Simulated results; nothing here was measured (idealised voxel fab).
The process module presented herein is designated voxel double patterning.
It is cross-section cut that appears here, measuring 175 nm in width, its square cells being 5 nm in size.
How to read a cross-section here: the picture is a grid of square cells, written as bands going from the top down, and any band can span one or more rows of cells. A band entry consists of two parts. The first gives the height of the band's top and the height of its bottom, in nm. The rest lists the band's materials from left to right, each with its width in nm. A single material labelled with the word "edge to edge" fills the band from edge to edge, and the word "air" marks empty space. Basically, 0 is our baseline, since under it the wafer straight out of the box is all one material. The bottom band has no lower end and keeps on going down, so it looks like "top 0, no bottom". The width entry "30->40" should be interpreted row by row: the top row of cells in the band takes the first number, the bottom row takes the second number, and the change between adjacent rows is uniform throughout. When a step is marked "same as before", none of the cells in the cross-section changed during that step. Entry "Sealed internal cavities" = empty spaces >= 8 cells with no open way to the top; each as width x height at distance, distance from left edge, all nm. Past the settings on a step's line: simulator remark, on that step. overlay nm: on a step with a mask, how far right of its planned place the mask lay; negative means left.

# List of planned process steps
1. RECEIVE (material Si)
2. CONFORMAL_DEP (material SiN; thk nm 10)
3. DIRECTIONAL_DEP (material SiO2; thk nm 15)
4. DIRECTIONAL_DEP (material SiCN; thk nm 10)
5. DIRECTIONAL_DEP (material aC; thk nm 10)
6. PATTERN (tone open; mask id FIRST; material resist; width nm 15; pitch nm 50; thk nm 30; overlay nm 0)
7. DIRECTIONAL_ETCH (etch materials aC; depth nm 10)
8. STRIP (etch materials resist)
9. DIRECTIONAL_ETCH (etch materials SiCN; depth nm 10)
10. STRIP (etch materials aC)
11. MASKED_ETCH (tone open; mask id SECOND; width nm 15; pitch nm 50; etch materials SiCN; depth nm 10; overlay nm 0)
12. DIRECTIONAL_ETCH (etch materials SiO2; depth nm 15)
13. STRIP (etch materials SiCN)

# First wafer of two (run as planned)

# Cross-section of the wafer upon arrival, representing the state reached after step 1
top 0, no bottom: Si edge to edge
Sealed internal cavities: none

# How the wafer stands in section after step 2
top 10, bottom 0: SiN edge to edge
Heights below 0 show no change.

# How the wafer stands in section after step 3
top 25, bottom 10: SiO2 edge to edge
Heights below 10 show no change.

# How the wafer stands in section after step 4
top 35, bottom 25: SiCN edge to edge
Heights below 25 show no change.

# How the wafer stands in section after step 5
top 45, bottom 35: aC edge to edge
Heights below 35 show no change.

# How the wafer stands in section after step 6
top 75, bottom 45: 30 nm resist, then 15 nm air, then 35 nm resist, then 15 nm air, then 35 nm resist, then 15 nm air, then 30 nm resist
Heights below 45 show no change.

# How the wafer stands in section after step 7
top 65, bottom 45: 30 nm resist, then 15 nm air, then 35 nm resist, then 15 nm air, then 35 nm resist, then 15 nm air, then 30 nm resist
top 45, bottom 35: 30 nm aC, then 15 nm air, then 35 nm aC, then 15 nm air, then 35 nm aC, then 15 nm air, then 30 nm aC
Heights below 35 show no change.

# How the wafer stands in section after step 8
top 45, bottom 35: 30 nm aC, then 15 nm air, then 35 nm aC, then 15 nm air, then 35 nm aC, then 15 nm air, then 30 nm aC
Heights below 35 show no change.

# How the wafer stands in section after step 9
top 45, bottom 35: 30 nm aC, then 15 nm air, then 35 nm aC, then 15 nm air, then 35 nm aC, then 15 nm air, then 30 nm aC
top 35, bottom 25: 30 nm SiCN, then 15 nm air, then 35 nm SiCN, then 15 nm air, then 35 nm SiCN, then 15 nm air, then 30 nm SiCN
Heights below 25 show no change.

# How the wafer stands in section after step 10
top 35, bottom 25: 30 nm SiCN, then 15 nm air, then 35 nm SiCN, then 15 nm air, then 35 nm SiCN, then 15 nm air, then 30 nm SiCN
Heights below 25 show no change.

# How the wafer stands in section after step 11
top 35, bottom 25: 30 nm SiCN, then 15 nm air, then 10 nm SiCN, then 15 nm air, then 10 nm SiCN, then 15 nm air, then 10 nm SiCN, then 15 nm air, then 10 nm SiCN, then 15 nm air, then 30 nm SiCN
Heights below 25 show no change.

# How the wafer stands in section after step 12
top 35, bottom 25: 30 nm SiCN, then 15 nm air, then 10 nm SiCN, then 15 nm air, then 10 nm SiCN, then 15 nm air, then 10 nm SiCN, then 15 nm air, then 10 nm SiCN, then 15 nm air, then 30 nm SiCN
top 25, bottom 10: 30 nm SiO2, then 15 nm air, then 10 nm SiO2, then 15 nm air, then 10 nm SiO2, then 15 nm air, then 10 nm SiO2, then 15 nm air, then 10 nm SiO2, then 15 nm air, then 30 nm SiO2
Heights below 10 show no change.

# How the wafer stands in section after step 13
top 25, bottom 10: 30 nm SiO2, then 15 nm air, then 10 nm SiO2, then 15 nm air, then 10 nm SiO2, then 15 nm air, then 10 nm SiO2, then 15 nm air, then 10 nm SiO2, then 15 nm air, then 30 nm SiO2
Heights below 10 show no change.

# The second wafer began exactly as the first did and followed the same plan, but one mistake was made while running it; through step 10 inclusive, the two wafers are identical

# Second wafer shown in cross-section at the time step 11 was slated to end
top 35, bottom 25: 30 nm SiCN, then 15 nm air, then 15 nm SiCN, then 15 nm air, then 5 nm SiCN, then 15 nm air, then 15 nm SiCN, then 15 nm air, then 5 nm SiCN, then 15 nm air, then 30 nm SiCN
Heights below 25 show no change.

# Second wafer shown in cross-section at the time step 12 was slated to end
top 35, bottom 25: 30 nm SiCN, then 15 nm air, then 15 nm SiCN, then 15 nm air, then 5 nm SiCN, then 15 nm air, then 15 nm SiCN, then 15 nm air, then 5 nm SiCN, then 15 nm air, then 30 nm SiCN
top 25, bottom 10: 30 nm SiO2, then 15 nm air, then 15 nm SiO2, then 15 nm air, then 5 nm SiO2, then 15 nm air, then 15 nm SiO2, then 15 nm air, then 5 nm SiO2, then 15 nm air, then 30 nm SiO2
Heights below 10 show no change.

# Second wafer shown in cross-section at the time step 13 was slated to end
top 25, bottom 10: 30 nm SiO2, then 15 nm air, then 15 nm SiO2, then 15 nm air, then 5 nm SiO2, then 15 nm air, then 15 nm SiO2, then 15 nm air, then 5 nm SiO2, then 15 nm air, then 30 nm SiO2
Heights below 10 show no change.
Deviation noted in wafer processing: step 11 was not run as planned; what actually ran was MASKED_ETCH (tone open; mask id SECOND; width nm 15; pitch nm 50; etch materials SiCN; depth nm 10; overlay nm 5)
Both wafers, final: cells per material equal; arrangement not.
